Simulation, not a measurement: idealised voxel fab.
Presented below is a process module, voxel ribs on slabs.
Square cell edge 5 nm, section width 295 nm, ID cut.
A cross-section is written here as square cells arranged in a grid, and it is given in bands from the top down, each band taking up one or more rows of cells.
Heads up on the band format: heights come first, top then bottom, in nm. After that it's the materials left to right, each with its width in nm. A single material flagged "edge to edge" fills the whole band edge to edge, and "air" means there's empty space there.
Where do heights start? At 0: under that level the wafer as delivered is made of one material only. And the lowest band has no floor; it just carries on downward, as in "0 -> down".
Read "30 to 40" as a graded width: first number on top, second number at the bottom, same change between each pair of neighbouring rows.
"remains unaltered" (step): cross-section cells unchanged, all of them.
The label "Sealed void list" introduces a list of the empty spaces, 8 cells or larger, that have no open way up to the top; each entry in it reads width x height at distance, where the distance is taken from the left edge and all three are stated in nm.
Post-settings text on a step line: simulator's own remark regarding the step.
overlay nm: how far to the right of its planned place the mask lay on this masked step (negative: to the left).

[Steps in the process plan]
- 1: RECEIVE | material Si
- 2: DIRECTIONAL_DEP | material SiO2 | thk nm 30
- 3: DIRECTIONAL_DEP | material SiN | thk nm 15
- 4: DIRECTIONAL_DEP | material aC | thk nm 10
- 5: PATTERN | tone cover | mask id RIB | material resist | width nm 20 | thk nm 25 | overlay nm 0
- 6: DIRECTIONAL_ETCH | etch materials aC | depth nm 10
- 7: STRIP | etch materials resist
- 8: DIRECTIONAL_ETCH | etch materials SiN | depth nm 5
- 9: STRIP | etch materials aC
- 10: PATTERN | tone cover | mask id SLAB | material resist | width nm 70 | thk nm 15 | overlay nm 0
- 11: DIRECTIONAL_ETCH | etch materials SiN | depth nm 10
- 12: STRIP | etch materials resist
- 13: FILL_DEP | material SiO2 | thk nm 20
- 14: CMP | height nm 55
- 15: DIRECTIONAL_DEP | material TiN | thk nm 5
- 16: PATTERN | tone cover | mask id HEATER | material resist | width nm 30 | thk nm 15 | overlay nm 0
- 17: DIRECTIONAL_ETCH | etch materials TiN | depth nm 5
- 18: STRIP | etch materials resist
- 19: CONFORMAL_DEP | material SiN | thk nm 10

[Wafer as received: cross-section following step 1]
0 -> down: Si edge to edge
Sealed void list: none

[Look at the cross-section after the module: the wafer started out the way shown above and the plan was the one shown above, yet one mistake was made along the way]
70 -> 65: air: 120  SiN: 50  air: 125
65 -> 60: SiN edge to edge
60 -> 55: SiN: 130  TiN: 30  SiN: 135
55 -> 45: SiO2 edge to edge
45 -> 40: SiO2: 135  SiN: 20  SiO2: 140
40 -> 30: SiO2: 105  SiN: 80  SiO2: 110
30 -> 0: SiO2 edge to edge
0 -> down: Si edge to edge
Sealed void list: none
What went wrong in running the wafer? step 10 ran with different settings than intended, the actual operation and settings being PATTERN | tone cover | mask id SLAB | material resist | width nm 80 | thk nm 15 | overlay nm 0
